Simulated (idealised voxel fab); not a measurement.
process module | voxel self aligned vias
Square cells of 5 nm make up the cross-section cut, whose width is 215 nm.
This document writes a cross-section as a grid whose cells are square, and gives it as bands, listed from the top down; one or more rows of cells form a band. Top, bottom (nm), then materials left to right with widths (nm); lone material tagged "edge to edge" fills the whole band edge to edge; "blank" = empty space. For the purposes of this specification, 0 denotes the height below which the wafer in its as-received condition is composed wholly of one material, and the lowermost band, lacking a lower limit, extends downward without end, as expressed in "0 nm and below". Width spec "30..40" -> top row of cells at first value, bottom row at second value, equal per-row change in between. "changes: none" -> step changed no cross-section cell. For the entry "Trapped cavities", the listed items are empty spaces with no open way to the top whose size is 8 cells or more; each item follows the pattern width x height at distance, where distance is from the left edge and all three are in nm. Note: text after step settings on the step line = simulator remark on that step. When a step includes a mask, the "overlay nm" setting on its line states how far to the right of its planned place that mask lay, and negative values state how far to the left.

THIS SECTION LISTS THE PROCESS STEPS THAT WERE PLANNED
1,RECEIVE | material Si
2,CONFORMAL_DEP | material SiO2 | thk nm 10
3,CONFORMAL_DEP | material SiCN | thk nm 5
4,DIRECTIONAL_DEP | material SiO2 | thk nm 20
5,MASKED_ETCH | tone open | mask id LINES | width nm 20 | pitch nm 45 | etch materials SiO2 | depth nm 20 | overlay nm 0
6,CONFORMAL_DEP | material TiN | thk nm 5
7,FILL_DEP | material Ru | thk nm 10
8,CMP | height nm 35
9,SELECTIVE_ETCH | etch materials W Ru TiN | depth nm 5
10,FILL_DEP | material SiN | thk nm 5
11,CMP | height nm 35
12,DIRECTIONAL_DEP | material SiO2 | thk nm 15
13,DIRECTIONAL_DEP | material aC | thk nm 15
14,PATTERN | tone open | mask id VIAS | material resist | width nm 30 | thk nm 35 | overlay nm 0
15,DIRECTIONAL_ETCH | etch materials aC | depth nm 15
16,STRIP | etch materials resist
17,DIRECTIONAL_ETCH | etch materials SiO2 | depth nm 15
18,DIRECTIONAL_ETCH | etch materials SiN | depth nm 5
19,STRIP | etch materials aC
20,CONFORMAL_DEP | material TiN | thk nm 5
21,FILL_DEP | material W | thk nm 10
22,CMP | height nm 50
23,CONFORMAL_DEP | material SiN | thk nm 5

WAFER AT RECEIPT (POST STEP 1), CROSS-SECTION
	0 nm and below: Si edge to edge
	Trapped cavities: none

END-OF-MODULE XS, FIRST OF TWO WAFERS, RUN AS PLANNED
	55 nm to 50 nm: SiN edge to edge
	50 nm to 40 nm: SiO2 70 / TiN 5 / W 20 / TiN 5 / SiO2 115
	40 nm to 35 nm: SiO2 70 / TiN 10 / W 10 / TiN 10 / SiO2 115
	35 nm to 30 nm: SiO2 75 / TiN 20 / SiO2 25 / SiN 20 / SiO2 75
	30 nm to 20 nm: SiO2 75 / TiN 5 / Ru 10 / TiN 5 / SiO2 25 / TiN 5 / Ru 10 / TiN 5 / SiO2 75
	20 nm to 15 nm: SiO2 75 / TiN 20 / SiO2 25 / TiN 20 / SiO2 75
	15 nm to 10 nm: SiCN edge to edge
	10 nm to 0 nm: SiO2 edge to edge
	0 nm and below: Si edge to edge
	Trapped cavities: none

PRESENTED HERE IS A CROSS-SECTION OF THE SECOND OF THE TWO WAFERS AS IT STOOD AT THE END OF THE MODULE. IT WAS STARTED IN THE SAME MANNER AND ASSIGNED THE SAME PLAN AS THE FIRST WAFER; HOWEVER, ONE MISTAKE WAS MADE IN ITS EXECUTION
	55 nm to 50 nm: SiN edge to edge
	50 nm to 35 nm: SiO2 75 / TiN 5 / W 10 / TiN 5 / SiO2 120
	35 nm to 30 nm: SiO2 75 / TiN 20 / SiO2 25 / SiN 20 / SiO2 75
	30 nm to 20 nm: SiO2 75 / TiN 5 / Ru 10 / TiN 5 / SiO2 25 / TiN 5 / Ru 10 / TiN 5 / SiO2 75
	20 nm to 15 nm: SiO2 75 / TiN 20 / SiO2 25 / TiN 20 / SiO2 75
	15 nm to 10 nm: SiCN edge to edge
	10 nm to 0 nm: SiO2 edge to edge
	0 nm and below: Si edge to edge
	Trapped cavities: none
Run error: step 14 ran with different settings than intended, the actual operation and settings being PATTERN | tone open | mask id VIAS | material resist | width nm 20 | thk nm 35 | overlay nm 0
Wrapping up, a cell-based count of both wafers puts the second over or under the first for these materials: +6 SiO2, -2 TiN, -4 W
